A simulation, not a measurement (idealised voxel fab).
This section sets out a process module, namely voxel self aligned contacts.
This is section cut - it's 280 nm across, gridded in 5 nm square cells.
Reading order for cross-sections: top band down to bottom band. Underlying form: a grid of square cells. Band size: one or more rows of cells.
Heights first: top, then bottom, in nm. Then materials, left to right, each with a width in nm. "full width" on a single material: fills the band edge to edge. "blank": empty space.
Heights from 0 (as-received wafer is one material below). Bottom band endless downward, as "z 0 and below".
When a width is written as two numbers, as in "30->40", the first number is the width in the top row of cells of the band and the second is the width in its bottom row, and the width changes by the same amount from each row to the next.
"remains unaltered" for a step: no cell of the cross-section changed in that step.
"Fully sealed cavities": empty spaces of 8 cells or more with no open way to the top, each given as width x height at distance, distance from the left edge, all in nm.
It should be noted that, on the line of a given step, the content following the step's settings is a remark produced by the simulator itself with respect to that step.
The "overlay nm" setting may appear on a step's line; for a step that uses a mask, it gives how far to the right of its planned position the mask lay, and a negative value indicates the left.

These are the steps we planned for the process
1. RECEIVE with material Si
2. CONFORMAL_DEP with material SiO2, thk nm 5
3. DIRECTIONAL_DEP with material polySi, thk nm 30
4. DIRECTIONAL_DEP with material SiN, thk nm 5
5. MASKED_ETCH with tone cover, mask id GATE, width nm 25, pitch nm 60, etch materials SiN, depth nm 15, overlay nm 0
6. MASKED_ETCH with tone cover, mask id GATE, width nm 25, pitch nm 60, etch materials polySi, depth nm 30, overlay nm 0
7. CONFORMAL_DEP with material SiN, thk nm 5
8. DIRECTIONAL_ETCH with etch materials SiN, depth nm 5
9. FILL_DEP with material SiO2, thk nm 20
10. CMP with height nm 60
11. PATTERN with tone open, mask id CONTACT, material resist, width nm 45, thk nm 15, overlay nm 0
12. DIRECTIONAL_ETCH with etch materials SiO2, depth nm 60
13. STRIP with etch materials resist
14. CONFORMAL_DEP with material TiN, thk nm 5
15. FILL_DEP with material Ru, thk nm 5
16. CMP with height nm 60
17. CONFORMAL_DEP with material SiN, thk nm 5
The plan's step 4 thk nm is the first wafer's value; the wafers differ in this setting and start identical.

After step 1, as received: first of several wafers, cross-section
> z 0 and below | Si full width
> Fully sealed cavities: none

Here is the cross-section of the first of several wafers at the end of the module, after its last step, step 17
> z 65 to 60 | SiN full width
> z 60 to 45 | SiO2: 115, then TiN: 5, then Ru: 35, then TiN: 5, then SiO2: 120
> z 45 to 40 | SiO2: 115, then TiN: 15, then Ru: 15, then TiN: 15, then SiO2: 120
> z 40 to 35 | SiO2: 90, then SiN: 35, then TiN: 5, then Ru: 15, then TiN: 5, then SiN: 35, then SiO2: 95
> z 35 to 5 | SiO2: 90, then SiN: 5, then polySi: 25, then SiN: 5, then TiN: 5, then Ru: 15, then TiN: 5, then SiN: 5, then polySi: 25, then SiN: 5, then SiO2: 95
> z 5 to 0 | SiO2: 125, then TiN: 25, then SiO2: 130
> z 0 and below | Si full width
> Fully sealed cavities: none

Cross-section at module completion, last wafer
> z 65 to 60 | SiN full width
> z 60 to 55 | SiO2: 90, then SiN: 35, then TiN: 5, then Ru: 15, then TiN: 5, then SiN: 35, then SiO2: 95
> z 55 to 50 | SiO2: 90, then SiN: 35, then TiN: 25, then SiN: 35, then SiO2: 95
> z 50 to 35 | SiN full width
> z 35 to 5 | polySi full width
> z 5 to 0 | SiO2 full width
> z 0 and below | Si full width
> Fully sealed cavities: none

So in this table every wafer gets its own row, and what you see is where it stands at the end of the module: for each material, how many cells it picked up (+) or gave up (-) since we received it, and after that its closed voids
thk nm 5, +45 Ru, +94 SiN, +498 SiO2, +31 TiN, +60 polySi, Fully sealed cavities: none
thk nm 10, +41 Ru, +108 SiN, +488 SiO2, +31 TiN, +60 polySi, Fully sealed cavities: none
thk nm 15, +37 Ru, +122 SiN, +478 SiO2, +31 TiN, +60 polySi, Fully sealed cavities: none
thk nm 20, +9 Ru, +154 SiN, +214 SiO2, +15 TiN, +336 polySi, Fully sealed cavities: none
thk nm 25, +6 Ru, +210 SiN, +167 SiO2, +9 TiN, +336 polySi, Fully sealed cavities: none
thk nm 30, +3 Ru, +252 SiN, +130 SiO2, +7 TiN, +336 polySi, Fully sealed cavities: none
